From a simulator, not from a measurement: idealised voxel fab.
Process module heading - voxel lift off
Section shown: cut. Width: 255 nm. Cell size: 5 nm, square.
Square cells in a grid make up a cross-section in this document, and the grid is given as bands, listed from the top down, each one or more rows of cells.
Quick guide to a band line: top height, bottom height (nm) up front; then every material left to right with its width in nm. Only one material and it's marked "everywhere"? Then it fills the band edge to edge. And "air" just means empty space.
Below 0: as-received wafer, all one material; heights counted from there. Lowest band: no bottom, goes on down, written "0 nm and below".
A width such as "30->40" changes by the same amount from each row of cells to the next, from the band's top row to its bottom row.
No cell of the cross-section changed in a step that is given as "no alteration".
Closed-off voids of 8+ cells (no open route to the top) go in "Encapsulated voids", written width x height at distance from the left edge, in nm.
Anything after a step's settings on that line? It's the simulator's own note about the step.
"overlay nm" answers the question of how far to the right of plan the mask lay on a step that has a mask, and when it is negative the answer is to the left.
### Intended process steps
1 RECEIVE with material Si
2 CONFORMAL_DEP with material SiO2, thk nm 15
3 PATTERN with tone open, mask id LINES, material resist, width nm 20, pitch nm 50, thk nm 20, overlay nm 0
4 DIRECTIONAL_DEP with material Ru, thk nm 10
5 STRIP with etch materials resist
6 CONFORMAL_DEP with material SiO2, thk nm 5
### As-received wafer cross-section (after step 1)
    0 nm and below | Si everywhere
    Encapsulated voids: none
### Run as planned - first of the two wafers cross-sectioned at the end of the module
    30 nm to 25 nm | air 35 nm | SiO2 30 nm | air 20 nm | SiO2 30 nm | air 20 nm | SiO2 30 nm | air 20 nm | SiO2 30 nm | air 40 nm
    25 nm to 20 nm | air 35 nm | SiO2 5 nm | Ru 20 nm | SiO2 5 nm | air 20 nm | SiO2 5 nm | Ru 20 nm | SiO2 5 nm | air 20 nm | SiO2 5 nm | Ru 20 nm | SiO2 5 nm | air 20 nm | SiO2 5 nm | Ru 20 nm | SiO2 5 nm | air 40 nm
    20 nm to 15 nm | SiO2 40 nm | Ru 20 nm | SiO2 30 nm | Ru 20 nm | SiO2 30 nm | Ru 20 nm | SiO2 30 nm | Ru 20 nm | SiO2 45 nm
    15 nm to 0 nm | SiO2 everywhere
    0 nm and below | Si everywhere
    Encapsulated voids: none
### Presented here is a cross-section of the second of the two wafers as it stood at the end of the module. It was started in the same manner and assigned the same plan as the first wafer; however, one mistake was made in its execution
    20 nm to 0 nm | SiO2 everywhere
    0 nm and below | Si everywhere
    Encapsulated voids: none
Want to know what went wrong? no execution of plan step 4; skipped
The second wafer ends with more or fewer cells of some materials than the first, per final count: 32 fewer of Ru, 16 fewer of SiO2
